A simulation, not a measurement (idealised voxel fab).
Title: Process Module voxel wiring stack
For reference, the cross-section in this document is cut, with width 170 nm and square cells of 5 nm.
Cross-section = grid of square cells, listed top down in bands; band = one or more rows. Per band: top height and bottom height in nm, followed by the left-to-right materials and their widths in nm; "everywhere" marks a single material spanning edge to edge, "blank" marks empty space. Heights are expressed relative to 0, this being the level below which the as-received wafer comprises one material exclusively. The lowest band is unbounded in the downward direction and is denoted as in "0 -> down". Top row gets the first number, bottom row gets the second, and each row in between changes by the same step: that is how a band width like "30->40" works. Take "left unchanged" at face value: in the step it is given for, the cross-section changed in none of its cells. Heads up: "Closed internal voids" only lists the empty pockets with no open path to the top that are 8 cells or more, and it writes them as width x height at distance, distance from the left edge, in nm. Text after the settings on a step's line: the simulator's own remark on that step. overlay nm: for a step with a mask, the amount by which the mask lay right of where it was planned; a negative amount means left of it.
List of planned process steps
| 1 | RECEIVE [material Si] |
| 2 | CONFORMAL_DEP [material SiO2] [thk nm 10] |
| 3 | DIRECTIONAL_DEP [material TiN] [thk nm 5] |
| 4 | DIRECTIONAL_DEP [material W] [thk nm 25] |
| 5 | PATTERN [tone cover] [mask id METAL_1] [material resist] [width nm 30] [pitch nm 55] [thk nm 20] [overlay nm 0] |
| 6 | DIRECTIONAL_ETCH [etch materials W] [depth nm 25] |
| 7 | DIRECTIONAL_ETCH [etch materials TiN] [depth nm 5] |
| 8 | STRIP [etch materials resist] |
| 9 | FILL_DEP [material lowk] [thk nm 5] |
| 10 | CMP [height nm 40] |
| 11 | CONFORMAL_DEP [material SiCN] [thk nm 5] |
| 12 | DIRECTIONAL_DEP [material lowk] [thk nm 20] |
| 13 | DIRECTIONAL_DEP [material aC] [thk nm 10] |
| 14 | PATTERN [tone open] [mask id PLUG_1] [material resist] [width nm 15] [pitch nm 55] [thk nm 25] [overlay nm 0] |
| 15 | DIRECTIONAL_ETCH [etch materials aC] [depth nm 10] |
| 16 | STRIP [etch materials resist] |
| 17 | DIRECTIONAL_ETCH [etch materials lowk] [depth nm 20] |
| 18 | DIRECTIONAL_ETCH [etch materials SiCN] [depth nm 5] |
| 19 | STRIP [etch materials aC] |
| 20 | CONFORMAL_DEP [material TiN] [thk nm 5] |
| 21 | FILL_DEP [material Cu] [thk nm 10] |
| 22 | CMP [height nm 65] |
| 23 | CONFORMAL_DEP [material SiN] [thk nm 5] |
| 24 | DIRECTIONAL_DEP [material SiO2] [thk nm 15] |
| 25 | MASKED_ETCH [tone open] [mask id METAL_2] [width nm 20] [pitch nm 55] [etch materials SiO2] [depth nm 15] [overlay nm 0] |
| 26 | MASKED_ETCH [tone open] [mask id METAL_2] [width nm 30] [pitch nm 55] [etch materials SiN] [depth nm 5] [overlay nm 0] |
| 27 | CONFORMAL_DEP [material TiN] [thk nm 5] |
| 28 | FILL_DEP [material Cu] [thk nm 10] |
| 29 | CMP [height nm 85] |
| 30 | CONFORMAL_DEP [material SiCN] [thk nm 5] |
Be aware that, although all wafers share a common starting state, the width nm at step 25 differs among them, and the plan displays the first wafer's value.
First of several wafers, received after step 1, in cross-section
0 -> down = Si everywhere
Closed internal voids: none
The table below has one row for each wafer; a row shows, as of the end of the module, how many cells of each material the wafer has gained, marked (+), or lost, marked (-), since it was received, and then the wafer's closed voids
width nm 20, +30 Cu, +59 SiCN, +22 SiN, +134 SiO2, +81 TiN, +90 W, +196 lowk, Closed internal voids: none
width nm 25, +39 Cu, +59 SiCN, +19 SiN, +125 SiO2, +84 TiN, +90 W, +196 lowk, Closed internal voids: none
width nm 30, +48 Cu, +59 SiCN, +16 SiN, +116 SiO2, +87 TiN, +90 W, +196 lowk, Closed internal voids: none
